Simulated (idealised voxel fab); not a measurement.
Module name: voxel self aligned contacts (process module)
We display cut, a cross-section 180 nm in width whose square cells are each 5 nm.
Cross-section = grid of square cells, listed top down in bands; band = one or more rows. For a band, the entry starts with two heights in nm, that of the top and then that of the bottom, and carries on with the band's materials in order from left to right, each alongside its width in nm; the word "everywhere" beside a single material means it fills the band edge to edge, and "empty" means empty space. Note: height 0 marks the level under which the wafer is uniformly one material as received. Lowest band unbounded below, written "0..down". A width given as "30..40" starts at the first number in the band's top row and ends at the second number in its bottom row, shifting by an equal amount at every step from row to row. A step reported as "nothing changed" is a step in which no cell of the cross-section changed. "Sealed void listing": empty spaces of 8 cells or more with no open way to the top, each given as width x height at distance, distance from the left edge, all in nm. If you see something after the settings on a step's line, that's the simulator's own remark about that step. overlay nm: mask offset rightward from planned place, masked step; negative means leftward offset.

Intended process steps:
1: op RECEIVE | material Si
2: op CONFORMAL_DEP | material SiO2 | thk nm 5
3: op DIRECTIONAL_DEP | material polySi | thk nm 20
4: op DIRECTIONAL_DEP | material SiN | thk nm 15
5: op PATTERN | tone cover | mask id GATE | material resist | width nm 30 | pitch nm 60 | thk nm 20 | overlay nm 0
6: op DIRECTIONAL_ETCH | etch materials SiN | depth nm 15
7: op DIRECTIONAL_ETCH | etch materials polySi | depth nm 20
8: op STRIP | etch materials resist
9: op CONFORMAL_DEP | material SiN | thk nm 5
10: op DIRECTIONAL_ETCH | etch materials SiN | depth nm 5
11: op FILL_DEP | material SiO2 | thk nm 15
12: op CMP | height nm 50
13: op PATTERN | tone open | mask id CONTACT | material resist | width nm 40 | thk nm 15 | overlay nm 0
14: op DIRECTIONAL_ETCH | etch materials SiO2 | depth nm 50
15: op STRIP | etch materials resist
16: op CONFORMAL_DEP | material TiN | thk nm 5
17: op FILL_DEP | material Ru | thk nm 10
18: op CMP | height nm 50
19: op CONFORMAL_DEP | material SiN | thk nm 5

As received (post step 1): cross-section:
> 0..down | Si everywhere
> Sealed void listing: none

The following cross-section depicts the wafer upon conclusion of the module. Processing commenced from the starting condition illustrated above and adhered to the plan illustrated above, save for one mistake in execution:
> 55..50 | SiN everywhere
> 50..45 | 40 SiO2 / 40 SiN / 5 TiN / 10 Ru / 5 TiN / 40 SiN / 40 SiO2
> 45..40 | 40 SiO2 / 40 SiN / 20 TiN / 40 SiN / 40 SiO2
> 40..25 | SiN everywhere
> 25..5 | polySi everywhere
> 5..0 | SiO2 everywhere
> 0..down | Si everywhere
> Sealed void listing: none
Error vs. plan: twice, step 4 of the plan was run
